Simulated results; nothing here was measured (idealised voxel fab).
Name of the process module below: voxel transistor to metal
The cross-section on display is named cut; it measures 200 nm wide, and its cells are 5 nm squares.
Think of the cross-section as a grid of square cells. We describe it in bands, top to bottom, and each band covers one or more rows of those cells.
Top height, bottom height, nm. Materials left to right, width each, nm. Single material + "throughout" = fills band edge to edge. "empty" = empty.
Zero point of the height axis is 0; under it, received wafer = one material. Lowest band: continues down indefinitely, "z 0 and below".
Width "30->40": first value at the band's top row of cells, second value at its bottom row, equal change from row to row.
"changes: none" after a step means that no cell of the cross-section changed.
Closed-off voids of 8+ cells (no open route to the top) go in "Enclosed void entries", written width x height at distance from the left edge, in nm.
That trailing text on a step's line, after the settings, is the simulator's own remark on the step.
If you see "overlay nm" on a step's line and that step has a mask, it's telling you how far right of where it was planned the mask ended up; a negative number means it went left instead.

-- The planned process steps are enumerated hereunder
- 1: RECEIVE [material Si]
- 2: CONFORMAL_DEP [material SiO2] [thk nm 5]
- 3: CONFORMAL_DEP [material SiN] [thk nm 15]
- 4: MASKED_ETCH [tone cover] [mask id ACTIVE] [width nm 110] [etch materials SiN] [depth nm 15] [overlay nm 0]
- 5: MASKED_ETCH [tone cover] [mask id ACTIVE] [width nm 110] [etch materials SiO2] [depth nm 5] [overlay nm 0]
- 6: MASKED_ETCH [tone cover] [mask id ACTIVE] [width nm 110] [etch materials Si] [depth nm 30] [overlay nm 0]
- 7: FILL_DEP [material SiO2] [thk nm 15]
- 8: CMP [height nm 20]
- 9: SELECTIVE_ETCH [etch materials SiO2] [depth nm 5]
- 10: STRIP [etch materials SiN]
- 11: SELECTIVE_ETCH [etch materials SiO2] [depth nm 5]
- 12: OXIDIZE [depth nm 5]
- 13: DIRECTIONAL_DEP [material polySi] [thk nm 20]
- 14: DIRECTIONAL_DEP [material SiCN] [thk nm 10]
- 15: PATTERN [tone cover] [mask id GATE] [material resist] [width nm 20] [thk nm 20] [overlay nm 0]
- 16: DIRECTIONAL_ETCH [etch materials SiCN] [depth nm 20]
- 17: DIRECTIONAL_ETCH [etch materials polySi] [depth nm 30]
- 18: STRIP [etch materials resist]
- 19: CONFORMAL_DEP [material SiN] [thk nm 5]
- 20: DIRECTIONAL_ETCH [etch materials SiN] [depth nm 5]
- 21: DIRECTIONAL_ETCH [etch materials SiO2] [depth nm 5]
- 22: DIRECTIONAL_ETCH [etch materials Si] [depth nm 10]
- 23: EPI [material SiGe] [thk nm 10]
- 24: FILL_DEP [material SiO2] [thk nm 10]
- 25: CMP [height nm 30]
- 26: DIRECTIONAL_DEP [material SiO2] [thk nm 10]
- 27: MASKED_ETCH [tone open] [mask id CONTACT] [width nm 15] [pitch nm 75] [etch materials SiO2] [depth nm 45] [overlay nm 0]
- 28: CONFORMAL_DEP [material TiN] [thk nm 5]
- 29: FILL_DEP [material W] [thk nm 10]
- 30: CMP [height nm 40]
- 31: CONFORMAL_DEP [material SiCN] [thk nm 5]
- 32: DIRECTIONAL_DEP [material lowk] [thk nm 20]
- 33: MASKED_ETCH [tone open] [mask id METAL_1] [width nm 15] [pitch nm 75] [etch materials lowk] [depth nm 20] [overlay nm 0]
- 34: MASKED_ETCH [tone open] [mask id METAL_1] [width nm 15] [pitch nm 75] [etch materials SiCN] [depth nm 5] [overlay nm 0]
- 35: CONFORMAL_DEP [material TiN] [thk nm 5]
- 36: FILL_DEP [material Cu] [thk nm 5]
- 37: CMP [height nm 65]
- 38: EPI [material Ru] [thk nm 5]
- 39: FILL_DEP [material SiCN] [thk nm 5]

-- Run as planned: first of two wafers

-- as received, after step 1
  z 0 and below = Si throughout
  Enclosed void entries: none

-- The wafer, seen in cross-section, after step 2
  z 5 to 0 = SiO2 throughout
  Whatever lies below 0 is exactly as it was before.

-- The wafer, seen in cross-section, after step 3
  z 20 to 5 = SiN throughout
  Whatever lies below 5 is exactly as it was before.

-- The wafer, seen in cross-section, after step 4
  z 20 to 5 = empty (45); SiN (110); empty (45)
  Whatever lies below 5 is exactly as it was before.

-- The wafer, seen in cross-section, after step 5
  z 20 to 5 = empty (45); SiN (110); empty (45)
  z 5 to 0 = empty (45); SiO2 (110); empty (45)
  Whatever lies below 0 is exactly as it was before.

-- The wafer, seen in cross-section, after step 6
  z 20 to 5 = empty (45); SiN (110); empty (45)
  z 5 to 0 = empty (45); SiO2 (110); empty (45)
  z 0 to -30 = empty (45); Si (110); empty (45)
  Whatever lies below -30 is exactly as it was before.

-- The wafer, seen in cross-section, after step 7
  z 35 to 20 = SiO2 throughout
  z 20 to 5 = SiO2 (45); SiN (110); SiO2 (45)
  z 5 to 0 = SiO2 throughout
  z 0 to -30 = SiO2 (45); Si (110); SiO2 (45)
  Whatever lies below -30 is exactly as it was before.

-- The wafer, seen in cross-section, after step 8
  z 20 to 5 = SiO2 (45); SiN (110); SiO2 (45)
  Whatever lies below 5 is exactly as it was before.

-- The wafer, seen in cross-section, after step 9
  z 20 to 15 = empty (45); SiN (110); empty (45)
  Whatever lies below 15 is exactly as it was before.

-- The wafer, seen in cross-section, after step 10
  z 15 to 5 = SiO2 (45); empty (110); SiO2 (45)
  Whatever lies below 5 is exactly as it was before.

-- The wafer, seen in cross-section, after step 11
  z 10 to 0 = SiO2 (40); empty (120); SiO2 (40)
  Whatever lies below 0 is exactly as it was before.

-- The wafer, seen in cross-section, after step 12
  z 10 to 0 = SiO2 (40); empty (120); SiO2 (40)
  z 0 to -5 = SiO2 throughout
  Whatever lies below -5 is exactly as it was before.

-- The wafer, seen in cross-section, after step 13
  z 30 to 20 = polySi (40); empty (120); polySi (40)
  z 20 to 10 = polySi throughout
  z 10 to 0 = SiO2 (40); polySi (120); SiO2 (40)
  Whatever lies below 0 is exactly as it was before.

-- The wafer, seen in cross-section, after step 14
  z 40 to 30 = SiCN (40); empty (120); SiCN (40)
  z 30 to 20 = polySi (40); SiCN (120); polySi (40)
  Whatever lies below 20 is exactly as it was before.

-- The wafer, seen in cross-section, after step 15
  z 60 to 40 = empty (90); resist (20); empty (90)
  z 40 to 30 = SiCN (40); empty (50); resist (20); empty (50); SiCN (40)
  Whatever lies below 30 is exactly as it was before.

-- The wafer, seen in cross-section, after step 16
  z 60 to 30 = empty (90); resist (20); empty (90)
  z 30 to 20 = polySi (40); empty (50); SiCN (20); empty (50); polySi (40)
  Whatever lies below 20 is exactly as it was before.

-- The wafer, seen in cross-section, after step 17
  z 60 to 30 = empty (90); resist (20); empty (90)
  z 30 to 20 = empty (90); SiCN (20); empty (90)
  z 20 to 10 = empty (90); polySi (20); empty (90)
  z 10 to 0 = SiO2 (40); empty (50); polySi (20); empty (50); SiO2 (40)
  Whatever lies below 0 is exactly as it was before.

-- The wafer, seen in cross-section, after step 18
  z 30 to 20 = empty (90); SiCN (20); empty (90)
  Whatever lies below 20 is exactly as it was before.

-- The wafer, seen in cross-section, after step 19
  z 35 to 30 = empty (85); SiN (30); empty (85)
  z 30 to 20 = empty (85); SiN (5); SiCN (20); SiN (5); empty (85)
  z 20 to 15 = empty (85); SiN (5); polySi (20); SiN (5); empty (85)
  z 15 to 10 = SiN (45); empty (40); SiN (5); polySi (20); SiN (5); empty (40); SiN (45)
  z 10 to 5 = SiO2 (40); SiN (5); empty (40); SiN (5); polySi (20); SiN (5); empty (40); SiN (5); SiO2 (40)
  z 5 to 0 = SiO2 (40); SiN (50); polySi (20); SiN (50); SiO2 (40)
  Whatever lies below 0 is exactly as it was before.

-- The wafer, seen in cross-section, after step 20
  z 30 to 20 = empty (85); SiN (5); SiCN (20); SiN (5); empty (85)
  z 20 to 10 = empty (85); SiN (5); polySi (20); SiN (5); empty (85)
  z 10 to 0 = SiO2 (40); SiN (5); empty (40); SiN (5); polySi (20); SiN (5); empty (40); SiN (5); SiO2 (40)
  Whatever lies below 0 is exactly as it was before.

-- The wafer, seen in cross-section, after step 21
  z 30 to 20 = empty (85); SiN (5); SiCN (20); SiN (5); empty (85)
  z 20 to 10 = empty (85); SiN (5); polySi (20); SiN (5); empty (85)
  z 10 to 5 = empty (40); SiN (5); empty (40); SiN (5); polySi (20); SiN (5); empty (40); SiN (5); empty (40)
  z 5 to 0 = SiO2 (40); SiN (5); empty (40); SiN (5); polySi (20); SiN (5); empty (40); SiN (5); SiO2 (40)
  z 0 to -5 = SiO2 (45); empty (40); SiO2 (30); empty (40); SiO2 (45)
  Whatever lies below -5 is exactly as it was before.

-- The wafer, seen in cross-section, after step 22
  z 30 to 20 = empty (85); SiN (5); SiCN (20); SiN (5); empty (85)
  z 20 to 10 = empty (85); SiN (5); polySi (20); SiN (5); empty (85)
  z 10 to 5 = empty (40); SiN (5); empty (40); SiN (5); polySi (20); SiN (5); empty (40); SiN (5); empty (40)
  z 5 to 0 = SiO2 (40); SiN (5); empty (40); SiN (5); polySi (20); SiN (5); empty (40); SiN (5); SiO2 (40)
  z 0 to -5 = SiO2 (45); empty (40); SiO2 (30); empty (40); SiO2 (45)
  z -5 to -15 = SiO2 (45); empty (40); Si (30); empty (40); SiO2 (45)
  Whatever lies below -15 is exactly as it was before.

-- The wafer, seen in cross-section, after step 23
  z 30 to 20 = empty (85); SiN (5); SiCN (20); SiN (5); empty (85)
  z 20 to 10 = empty (85); SiN (5); polySi (20); SiN (5); empty (85)
  z 10 to 5 = empty (40); SiN (5); empty (40); SiN (5); polySi (20); SiN (5); empty (40); SiN (5); empty (40)
  z 5 to 0 = SiO2 (40); SiN (5); empty (30); SiGe (10); SiN (5); polySi (20); SiN (5); SiGe (10); empty (30); SiN (5); SiO2 (40)
  z 0 to -5 = SiO2 (45); empty (30); SiGe (10); SiO2 (30); SiGe (10); empty (30); SiO2 (45)
  z -5 to -15 = SiO2 (45); SiGe (40); Si (30); SiGe (40); SiO2 (45)
  Whatever lies below -15 is exactly as it was before.

-- The wafer, seen in cross-section, after step 24
  z 40 to 30 = SiO2 throughout
  z 30 to 20 = SiO2 (85); SiN (5); SiCN (20); SiN (5); SiO2 (85)
  z 20 to 10 = SiO2 (85); SiN (5); polySi (20); SiN (5); SiO2 (85)
  z 10 to 5 = SiO2 (40); SiN (5); SiO2 (40); SiN (5); polySi (20); SiN (5); SiO2 (40); SiN (5); SiO2 (40)
  z 5 to 0 = SiO2 (40); SiN (5); SiO2 (30); SiGe (10); SiN (5); polySi (20); SiN (5); SiGe (10); SiO2 (30); SiN (5); SiO2 (40)
  z 0 to -5 = SiO2 (75); SiGe (10); SiO2 (30); SiGe (10); SiO2 (75)
  Whatever lies below -5 is exactly as it was before.

-- The wafer, seen in cross-section, after step 25
  z 30 to 20 = SiO2 (85); SiN (5); SiCN (20); SiN (5); SiO2 (85)
  Whatever lies below 20 is exactly as it was before.

-- The wafer, seen in cross-section, after step 26
  z 40 to 30 = SiO2 throughout
  Whatever lies below 30 is exactly as it was before.

-- The wafer, seen in cross-section, after step 27
  z 40 to 30 = SiO2 (55); empty (15); SiO2 (60); empty (15); SiO2 (55)
  z 30 to 20 = SiO2 (55); empty (15); SiO2 (15); SiN (5); SiCN (20); SiN (5); SiO2 (15); empty (15); SiO2 (55)
  z 20 to 10 = SiO2 (55); empty (15); SiO2 (15); SiN (5); polySi (20); SiN (5); SiO2 (15); empty (15); SiO2 (55)
  z 10 to 5 = SiO2 (40); SiN (5); SiO2 (10); empty (15); SiO2 (15); SiN (5); polySi (20); SiN (5); SiO2 (15); empty (15); SiO2 (10); SiN (5); SiO2 (40)
  z 5 to 0 = SiO2 (40); SiN (5); SiO2 (10); empty (15); SiO2 (5); SiGe (10); SiN (5); polySi (20); SiN (5); SiGe (10); SiO2 (5); empty (15); SiO2 (10); SiN (5); SiO2 (40)
  z 0 to -5 = SiO2 (55); empty (15); SiO2 (5); SiGe (10); SiO2 (30); SiGe (10); SiO2 (5); empty (15); SiO2 (55)
  Whatever lies below -5 is exactly as it was before.

-- The wafer, seen in cross-section, after step 28
  z 45 to 40 = TiN (60); empty (5); TiN (70); empty (5); TiN (60)
  z 40 to 30 = SiO2 (55); TiN (5); empty (5); TiN (5); SiO2 (60); TiN (5); empty (5); TiN (5); SiO2 (55)
  z 30 to 20 = SiO2 (55); TiN (5); empty (5); TiN (5); SiO2 (15); SiN (5); SiCN (20); SiN (5); SiO2 (15); TiN (5); empty (5); TiN (5); SiO2 (55)
  z 20 to 10 = SiO2 (55); TiN (5); empty (5); TiN (5); SiO2 (15); SiN (5); polySi (20); SiN (5); SiO2 (15); TiN (5); empty (5); TiN (5); SiO2 (55)
  z 10 to 5 = SiO2 (40); SiN (5); SiO2 (10); TiN (5); empty (5); TiN (5); SiO2 (15); SiN (5); polySi (20); SiN (5); SiO2 (15); TiN (5); empty (5); TiN (5); SiO2 (10); SiN (5); SiO2 (40)
  z 5 to 0 = SiO2 (40); SiN (5); SiO2 (10); TiN (5); empty (5); TiN (5); SiO2 (5); SiGe (10); SiN (5); polySi (20); SiN (5); SiGe (10); SiO2 (5); TiN (5); empty (5); TiN (5); SiO2 (10); SiN (5); SiO2 (40)
  z 0 to -5 = SiO2 (55); TiN (15); SiO2 (5); SiGe (10); SiO2 (30); SiGe (10); SiO2 (5); TiN (15); SiO2 (55)
  Whatever lies below -5 is exactly as it was before.

-- The wafer, seen in cross-section, after step 29
  z 55 to 45 = W throughout
  z 45 to 40 = TiN (60); W (5); TiN (70); W (5); TiN (60)
  z 40 to 30 = SiO2 (55); TiN (5); W (5); TiN (5); SiO2 (60); TiN (5); W (5); TiN (5); SiO2 (55)
  z 30 to 20 = SiO2 (55); TiN (5); W (5); TiN (5); SiO2 (15); SiN (5); SiCN (20); SiN (5); SiO2 (15); TiN (5); W (5); TiN (5); SiO2 (55)
  z 20 to 10 = SiO2 (55); TiN (5); W (5); TiN (5); SiO2 (15); SiN (5); polySi (20); SiN (5); SiO2 (15); TiN (5); W (5); TiN (5); SiO2 (55)
  z 10 to 5 = SiO2 (40); SiN (5); SiO2 (10); TiN (5); W (5); TiN (5); SiO2 (15); SiN (5); polySi (20); SiN (5); SiO2 (15); TiN (5); W (5); TiN (5); SiO2 (10); SiN (5); SiO2 (40)
  z 5 to 0 = SiO2 (40); SiN (5); SiO2 (10); TiN (5); W (5); TiN (5); SiO2 (5); SiGe (10); SiN (5); polySi (20); SiN (5); SiGe (10); SiO2 (5); TiN (5); W (5); TiN (5); SiO2 (10); SiN (5); SiO2 (40)
  Whatever lies below 0 is exactly as it was before.

-- The wafer, seen in cross-section, after step 30
  z 40 to 30 = SiO2 (55); TiN (5); W (5); TiN (5); SiO2 (60); TiN (5); W (5); TiN (5); SiO2 (55)
  Whatever lies below 30 is exactly as it was before.

-- The wafer, seen in cross-section, after step 31
  z 45 to 40 = SiCN throughout
  Whatever lies below 40 is exactly as it was before.

-- The wafer, seen in cross-section, after step 32
  z 65 to 45 = lowk throughout
  Whatever lies below 45 is exactly as it was before.

-- The wafer, seen in cross-section, after step 33
  z 65 to 45 = lowk (55); empty (15); lowk (60); empty (15); lowk (55)
  Whatever lies below 45 is exactly as it was before.

-- The wafer, seen in cross-section, after step 34
  z 65 to 45 = lowk (55); empty (15); lowk (60); empty (15); lowk (55)
  z 45 to 40 = SiCN (55); empty (15); SiCN (60); empty (15); SiCN (55)
  Whatever lies below 40 is exactly as it was before.

-- The wafer, seen in cross-section, after step 35
  z 70 to 65 = TiN (60); empty (5); TiN (70); empty (5); TiN (60)
  z 65 to 45 = lowk (55); TiN (5); empty (5); TiN (5); lowk (60); TiN (5); empty (5); TiN (5); lowk (55)
  z 45 to 40 = SiCN (55); TiN (15); SiCN (60); TiN (15); SiCN (55)
  Whatever lies below 40 is exactly as it was before.

-- The wafer, seen in cross-section, after step 36
  z 75 to 70 = Cu throughout
  z 70 to 65 = TiN (60); Cu (5); TiN (70); Cu (5); TiN (60)
  z 65 to 45 = lowk (55); TiN (5); Cu (5); TiN (5); lowk (60); TiN (5); Cu (5); TiN (5); lowk (55)
  Whatever lies below 45 is exactly as it was before.

-- The wafer, seen in cross-section, after step 37
  z 65 to 45 = lowk (55); TiN (5); Cu (5); TiN (5); lowk (60); TiN (5); Cu (5); TiN (5); lowk (55)
  Whatever lies below 45 is exactly as it was before.

-- The wafer, seen in cross-section, after step 38
  z 70 to 65 = empty (50); Ru (25); empty (50); Ru (25); empty (50)
  Whatever lies below 65 is exactly as it was before.

-- The wafer, seen in cross-section, after step 39
  z 75 to 70 = SiCN throughout
  z 70 to 65 = SiCN (50); Ru (25); SiCN (50); Ru (25); SiCN (50)
  Whatever lies below 65 is exactly as it was before.

-- Wafer two of two - same starting point, same process plan, one mistake in execution; matches wafer one up to and including step 5

-- Cross-section of the second wafer corresponding to the planned conclusion of step 6
  z 20 to 5 = empty (45); SiN (110); empty (45)
  z 5 to 0 = empty (45); SiO2 (110); empty (45)
  z 0 to -60 = empty (45); Si (110); empty (45)
  Whatever lies below -60 is exactly as it was before.

-- Cross-section of the second wafer corresponding to the planned conclusion of step 7
  z 35 to 20 = SiO2 throughout
  z 20 to 5 = SiO2 (45); SiN (110); SiO2 (45)
  z 5 to 0 = SiO2 throughout
  z 0 to -60 = SiO2 (45); Si (110); SiO2 (45)
  Whatever lies below -60 is exactly as it was before.

-- Cross-section of the second wafer corresponding to the planned conclusion of step 8
  z 20 to 5 = SiO2 (45); SiN (110); SiO2 (45)
  Whatever lies below 5 is exactly as it was before.

-- Cross-section of the second wafer corresponding to the planned conclusion of step 9
  z 20 to 15 = empty (45); SiN (110); empty (45)
  Whatever lies below 15 is exactly as it was before.

-- Cross-section of the second wafer corresponding to the planned conclusion of step 10
  z 15 to 5 = SiO2 (45); empty (110); SiO2 (45)
  Whatever lies below 5 is exactly as it was before.

-- Cross-section of the second wafer corresponding to the planned conclusion of step 11
  z 10 to 0 = SiO2 (40); empty (120); SiO2 (40)
  Whatever lies below 0 is exactly as it was before.

-- Cross-section of the second wafer corresponding to the planned conclusion of step 12
  z 10 to 0 = SiO2 (40); empty (120); SiO2 (40)
  z 0 to -5 = SiO2 throughout
  Whatever lies below -5 is exactly as it was before.

-- Cross-section of the second wafer corresponding to the planned conclusion of step 13
  z 30 to 20 = polySi (40); empty (120); polySi (40)
  z 20 to 10 = polySi throughout
  z 10 to 0 = SiO2 (40); polySi (120); SiO2 (40)
  Whatever lies below 0 is exactly as it was before.

-- Cross-section of the second wafer corresponding to the planned conclusion of step 14
  z 40 to 30 = SiCN (40); empty (120); SiCN (40)
  z 30 to 20 = polySi (40); SiCN (120); polySi (40)
  Whatever lies below 20 is exactly as it was before.

-- Cross-section of the second wafer corresponding to the planned conclusion of step 15
  z 60 to 40 = empty (90); resist (20); empty (90)
  z 40 to 30 = SiCN (40); empty (50); resist (20); empty (50); SiCN (40)
  Whatever lies below 30 is exactly as it was before.

-- Cross-section of the second wafer corresponding to the planned conclusion of step 16
  z 60 to 30 = empty (90); resist (20); empty (90)
  z 30 to 20 = polySi (40); empty (50); SiCN (20); empty (50); polySi (40)
  Whatever lies below 20 is exactly as it was before.

-- Cross-section of the second wafer corresponding to the planned conclusion of step 17
  z 60 to 30 = empty (90); resist (20); empty (90)
  z 30 to 20 = empty (90); SiCN (20); empty (90)
  z 20 to 10 = empty (90); polySi (20); empty (90)
  z 10 to 0 = SiO2 (40); empty (50); polySi (20); empty (50); SiO2 (40)
  Whatever lies below 0 is exactly as it was before.

-- Cross-section of the second wafer corresponding to the planned conclusion of step 18
  z 30 to 20 = empty (90); SiCN (20); empty (90)
  Whatever lies below 20 is exactly as it was before.

-- Cross-section of the second wafer corresponding to the planned conclusion of step 19
  z 35 to 30 = empty (85); SiN (30); empty (85)
  z 30 to 20 = empty (85); SiN (5); SiCN (20); SiN (5); empty (85)
  z 20 to 15 = empty (85); SiN (5); polySi (20); SiN (5); empty (85)
  z 15 to 10 = SiN (45); empty (40); SiN (5); polySi (20); SiN (5); empty (40); SiN (45)
  z 10 to 5 = SiO2 (40); SiN (5); empty (40); SiN (5); polySi (20); SiN (5); empty (40); SiN (5); SiO2 (40)
  z 5 to 0 = SiO2 (40); SiN (50); polySi (20); SiN (50); SiO2 (40)
  Whatever lies below 0 is exactly as it was before.

-- Cross-section of the second wafer corresponding to the planned conclusion of step 20
  z 30 to 20 = empty (85); SiN (5); SiCN (20); SiN (5); empty (85)
  z 20 to 10 = empty (85); SiN (5); polySi (20); SiN (5); empty (85)
  z 10 to 0 = SiO2 (40); SiN (5); empty (40); SiN (5); polySi (20); SiN (5); empty (40); SiN (5); SiO2 (40)
  Whatever lies below 0 is exactly as it was before.

-- Cross-section of the second wafer corresponding to the planned conclusion of step 21
  z 30 to 20 = empty (85); SiN (5); SiCN (20); SiN (5); empty (85)
  z 20 to 10 = empty (85); SiN (5); polySi (20); SiN (5); empty (85)
  z 10 to 5 = empty (40); SiN (5); empty (40); SiN (5); polySi (20); SiN (5); empty (40); SiN (5); empty (40)
  z 5 to 0 = SiO2 (40); SiN (5); empty (40); SiN (5); polySi (20); SiN (5); empty (40); SiN (5); SiO2 (40)
  z 0 to -5 = SiO2 (45); empty (40); SiO2 (30); empty (40); SiO2 (45)
  Whatever lies below -5 is exactly as it was before.

-- Cross-section of the second wafer corresponding to the planned conclusion of step 22
  z 30 to 20 = empty (85); SiN (5); SiCN (20); SiN (5); empty (85)
  z 20 to 10 = empty (85); SiN (5); polySi (20); SiN (5); empty (85)
  z 10 to 5 = empty (40); SiN (5); empty (40); SiN (5); polySi (20); SiN (5); empty (40); SiN (5); empty (40)
  z 5 to 0 = SiO2 (40); SiN (5); empty (40); SiN (5); polySi (20); SiN (5); empty (40); SiN (5); SiO2 (40)
  z 0 to -5 = SiO2 (45); empty (40); SiO2 (30); empty (40); SiO2 (45)
  z -5 to -15 = SiO2 (45); empty (40); Si (30); empty (40); SiO2 (45)
  Whatever lies below -15 is exactly as it was before.

-- Cross-section of the second wafer corresponding to the planned conclusion of step 23
  z 30 to 20 = empty (85); SiN (5); SiCN (20); SiN (5); empty (85)
  z 20 to 10 = empty (85); SiN (5); polySi (20); SiN (5); empty (85)
  z 10 to 5 = empty (40); SiN (5); empty (40); SiN (5); polySi (20); SiN (5); empty (40); SiN (5); empty (40)
  z 5 to 0 = SiO2 (40); SiN (5); empty (30); SiGe (10); SiN (5); polySi (20); SiN (5); SiGe (10); empty (30); SiN (5); SiO2 (40)
  z 0 to -5 = SiO2 (45); empty (30); SiGe (10); SiO2 (30); SiGe (10); empty (30); SiO2 (45)
  z -5 to -15 = SiO2 (45); SiGe (40); Si (30); SiGe (40); SiO2 (45)
  Whatever lies below -15 is exactly as it was before.

-- Cross-section of the second wafer corresponding to the planned conclusion of step 24
  z 40 to 30 = SiO2 throughout
  z 30 to 20 = SiO2 (85); SiN (5); SiCN (20); SiN (5); SiO2 (85)
  z 20 to 10 = SiO2 (85); SiN (5); polySi (20); SiN (5); SiO2 (85)
  z 10 to 5 = SiO2 (40); SiN (5); SiO2 (40); SiN (5); polySi (20); SiN (5); SiO2 (40); SiN (5); SiO2 (40)
  z 5 to 0 = SiO2 (40); SiN (5); SiO2 (30); SiGe (10); SiN (5); polySi (20); SiN (5); SiGe (10); SiO2 (30); SiN (5); SiO2 (40)
  z 0 to -5 = SiO2 (75); SiGe (10); SiO2 (30); SiGe (10); SiO2 (75)
  Whatever lies below -5 is exactly as it was before.

-- Cross-section of the second wafer corresponding to the planned conclusion of step 25
  z 30 to 20 = SiO2 (85); SiN (5); SiCN (20); SiN (5); SiO2 (85)
  Whatever lies below 20 is exactly as it was before.

-- Cross-section of the second wafer corresponding to the planned conclusion of step 26
  z 40 to 30 = SiO2 throughout
  Whatever lies below 30 is exactly as it was before.

-- Cross-section of the second wafer corresponding to the planned conclusion of step 27
  z 40 to 30 = SiO2 (55); empty (15); SiO2 (60); empty (15); SiO2 (55)
  z 30 to 20 = SiO2 (55); empty (15); SiO2 (15); SiN (5); SiCN (20); SiN (5); SiO2 (15); empty (15); SiO2 (55)
  z 20 to 10 = SiO2 (55); empty (15); SiO2 (15); SiN (5); polySi (20); SiN (5); SiO2 (15); empty (15); SiO2 (55)
  z 10 to 5 = SiO2 (40); SiN (5); SiO2 (10); empty (15); SiO2 (15); SiN (5); polySi (20); SiN (5); SiO2 (15); empty (15); SiO2 (10); SiN (5); SiO2 (40)
  z 5 to 0 = SiO2 (40); SiN (5); SiO2 (10); empty (15); SiO2 (5); SiGe (10); SiN (5); polySi (20); SiN (5); SiGe (10); SiO2 (5); empty (15); SiO2 (10); SiN (5); SiO2 (40)
  z 0 to -5 = SiO2 (55); empty (15); SiO2 (5); SiGe (10); SiO2 (30); SiGe (10); SiO2 (5); empty (15); SiO2 (55)
  Whatever lies below -5 is exactly as it was before.

-- Cross-section of the second wafer corresponding to the planned conclusion of step 28
  z 45 to 40 = TiN (60); empty (5); TiN (70); empty (5); TiN (60)
  z 40 to 30 = SiO2 (55); TiN (5); empty (5); TiN (5); SiO2 (60); TiN (5); empty (5); TiN (5); SiO2 (55)
  z 30 to 20 = SiO2 (55); TiN (5); empty (5); TiN (5); SiO2 (15); SiN (5); SiCN (20); SiN (5); SiO2 (15); TiN (5); empty (5); TiN (5); SiO2 (55)
  z 20 to 10 = SiO2 (55); TiN (5); empty (5); TiN (5); SiO2 (15); SiN (5); polySi (20); SiN (5); SiO2 (15); TiN (5); empty (5); TiN (5); SiO2 (55)
  z 10 to 5 = SiO2 (40); SiN (5); SiO2 (10); TiN (5); empty (5); TiN (5); SiO2 (15); SiN (5); polySi (20); SiN (5); SiO2 (15); TiN (5); empty (5); TiN (5); SiO2 (10); SiN (5); SiO2 (40)
  z 5 to 0 = SiO2 (40); SiN (5); SiO2 (10); TiN (5); empty (5); TiN (5); SiO2 (5); SiGe (10); SiN (5); polySi (20); SiN (5); SiGe (10); SiO2 (5); TiN (5); empty (5); TiN (5); SiO2 (10); SiN (5); SiO2 (40)
  z 0 to -5 = SiO2 (55); TiN (15); SiO2 (5); SiGe (10); SiO2 (30); SiGe (10); SiO2 (5); TiN (15); SiO2 (55)
  Whatever lies below -5 is exactly as it was before.

-- Cross-section of the second wafer corresponding to the planned conclusion of step 29
  z 55 to 45 = W throughout
  z 45 to 40 = TiN (60); W (5); TiN (70); W (5); TiN (60)
  z 40 to 30 = SiO2 (55); TiN (5); W (5); TiN (5); SiO2 (60); TiN (5); W (5); TiN (5); SiO2 (55)
  z 30 to 20 = SiO2 (55); TiN (5); W (5); TiN (5); SiO2 (15); SiN (5); SiCN (20); SiN (5); SiO2 (15); TiN (5); W (5); TiN (5); SiO2 (55)
  z 20 to 10 = SiO2 (55); TiN (5); W (5); TiN (5); SiO2 (15); SiN (5); polySi (20); SiN (5); SiO2 (15); TiN (5); W (5); TiN (5); SiO2 (55)
  z 10 to 5 = SiO2 (40); SiN (5); SiO2 (10); TiN (5); W (5); TiN (5); SiO2 (15); SiN (5); polySi (20); SiN (5); SiO2 (15); TiN (5); W (5); TiN (5); SiO2 (10); SiN (5); SiO2 (40)
  z 5 to 0 = SiO2 (40); SiN (5); SiO2 (10); TiN (5); W (5); TiN (5); SiO2 (5); SiGe (10); SiN (5); polySi (20); SiN (5); SiGe (10); SiO2 (5); TiN (5); W (5); TiN (5); SiO2 (10); SiN (5); SiO2 (40)
  Whatever lies below 0 is exactly as it was before.

-- Cross-section of the second wafer corresponding to the planned conclusion of step 30
  z 40 to 30 = SiO2 (55); TiN (5); W (5); TiN (5); SiO2 (60); TiN (5); W (5); TiN (5); SiO2 (55)
  Whatever lies below 30 is exactly as it was before.

-- Cross-section of the second wafer corresponding to the planned conclusion of step 31
  z 45 to 40 = SiCN throughout
  Whatever lies below 40 is exactly as it was before.

-- Cross-section of the second wafer corresponding to the planned conclusion of step 32
  z 65 to 45 = lowk throughout
  Whatever lies below 45 is exactly as it was before.

-- Cross-section of the second wafer corresponding to the planned conclusion of step 33
  z 65 to 45 = lowk (55); empty (15); lowk (60); empty (15); lowk (55)
  Whatever lies below 45 is exactly as it was before.

-- Cross-section of the second wafer corresponding to the planned conclusion of step 34
  z 65 to 45 = lowk (55); empty (15); lowk (60); empty (15); lowk (55)
  z 45 to 40 = SiCN (55); empty (15); SiCN (60); empty (15); SiCN (55)
  Whatever lies below 40 is exactly as it was before.

-- Cross-section of the second wafer corresponding to the planned conclusion of step 35
  z 70 to 65 = TiN (60); empty (5); TiN (70); empty (5); TiN (60)
  z 65 to 45 = lowk (55); TiN (5); empty (5); TiN (5); lowk (60); TiN (5); empty (5); TiN (5); lowk (55)
  z 45 to 40 = SiCN (55); TiN (15); SiCN (60); TiN (15); SiCN (55)
  Whatever lies below 40 is exactly as it was before.

-- Cross-section of the second wafer corresponding to the planned conclusion of step 36
  z 75 to 70 = Cu throughout
  z 70 to 65 = TiN (60); Cu (5); TiN (70); Cu (5); TiN (60)
  z 65 to 45 = lowk (55); TiN (5); Cu (5); TiN (5); lowk (60); TiN (5); Cu (5); TiN (5); lowk (55)
  Whatever lies below 45 is exactly as it was before.

-- Cross-section of the second wafer corresponding to the planned conclusion of step 37
  z 65 to 45 = lowk (55); TiN (5); Cu (5); TiN (5); lowk (60); TiN (5); Cu (5); TiN (5); lowk (55)
  Whatever lies below 45 is exactly as it was before.

-- Cross-section of the second wafer corresponding to the planned conclusion of step 38
  z 70 to 65 = empty (50); Ru (25); empty (50); Ru (25); empty (50)
  Whatever lies below 65 is exactly as it was before.

-- Cross-section of the second wafer corresponding to the planned conclusion of step 39
  z 75 to 70 = SiCN throughout
  z 70 to 65 = SiCN (50); Ru (25); SiCN (50); Ru (25); SiCN (50)
  Whatever lies below 65 is exactly as it was before.
Diagnosis: plan step 6 was conducted twice
FYI, end of process, the second wafer has more or fewer cells of some materials than the first: 108 fewer of Si, 108 more of SiO2
